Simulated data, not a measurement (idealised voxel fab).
This is a process module. Its name is voxel gate over fins.
Cross-sectional view cut (width: 285 nm; square cell size: 5 nm).
Cross-section = grid of square cells, listed top down in bands; band = one or more rows.
Each band's line starts with the height of the band's top and of its bottom, in nm. Then come its materials from left to right, each with its width in nm. One material with "full width" fills the band from edge to edge. "empty" is empty space.
Beneath 0, the wafer as received is one material, and that level is where height counting begins. The lowest band goes on downward without a bottom; it is written like "0 -> down".
A width such as "30..40" changes by the same amount from each row of cells to the next, from the band's top row to its bottom row.
What does "no modifications" mean for a step? It means no cell of the cross-section changed in that step.
"Closed void list" lists enclosed empty spaces (at least 8 cells, no open path upward to the top), each as width x height at distance from the left edge, in nm.
The remark found on a step's line after its settings is issued by the simulator itself and pertains to that step.
When a step includes a mask, the "overlay nm" setting on its line states how far to the right of its planned place that mask lay, and negative values state how far to the left.
Process steps - plan
step 1: RECEIVE with material Si
step 2: CONFORMAL_DEP with material SiN, thk nm 10
step 3: PATTERN with tone cover, mask id FINS, material resist, width nm 15, pitch nm 40, thk nm 15, overlay nm 0
step 4: DIRECTIONAL_ETCH with etch materials SiN, depth nm 10
step 5: DIRECTIONAL_ETCH with etch materials Si, depth nm 30
step 6: STRIP with etch materials resist
step 7: FILL_DEP with material SiO2, thk nm 5
step 8: CMP with height nm 10
step 9: SELECTIVE_ETCH with etch materials SiO2, depth nm 25
step 10: STRIP with etch materials SiN
step 11: CONFORMAL_DEP with material HfO2, thk nm 5
step 12: CONFORMAL_DEP with material TiN, thk nm 5
step 13: FILL_DEP with material W, thk nm 10
step 14: CMP with height nm 15
step 15: CONFORMAL_DEP with material SiCN, thk nm 10
Cross-section of the incoming wafer, state after step 1
0 -> down | Si full width
Closed void list: none
Cross-sectional image of the first of two wafers at the end of the module, the run having proceeded as planned
25 -> 15 | SiCN full width
15 -> 10 | W full width
10 -> 5 | W 105, TiN 35, W 5, TiN 35, W 105
5 -> 0 | W 105, TiN 5, HfO2 25, TiN 5, W 5, TiN 5, HfO2 25, TiN 5, W 105
0 -> -5 | W 105, TiN 5, HfO2 5, Si 15, HfO2 5, TiN 5, W 5, TiN 5, HfO2 5, Si 15, HfO2 5, TiN 5, W 105
-5 -> -10 | TiN 110, HfO2 5, Si 15, HfO2 5, TiN 15, HfO2 5, Si 15, HfO2 5, TiN 110
-10 -> -15 | HfO2 115, Si 15, HfO2 25, Si 15, HfO2 115
-15 -> -30 | SiO2 115, Si 15, SiO2 25, Si 15, SiO2 115
-30 -> down | Si full width
Closed void list: none
End of module, second wafer, cross-section. Started like the first, planned like the first, run with one mistake
25 -> 15 | SiCN full width
15 -> 5 | W full width
5 -> 0 | W 110, TiN 25, W 15, TiN 25, W 110
0 -> -10 | W 110, TiN 5, Si 15, TiN 5, W 15, TiN 5, Si 15, TiN 5, W 110
-10 -> -15 | TiN 115, Si 15, TiN 25, Si 15, TiN 115
-15 -> -30 | SiO2 115, Si 15, SiO2 25, Si 15, SiO2 115
-30 -> down | Si full width
Closed void list: none
Run error: the run left out plan step 11 entirely, so it was never executed
End check, counted in cells, second wafer has more or fewer of these materials than the first: HfO2 -69 | W +69
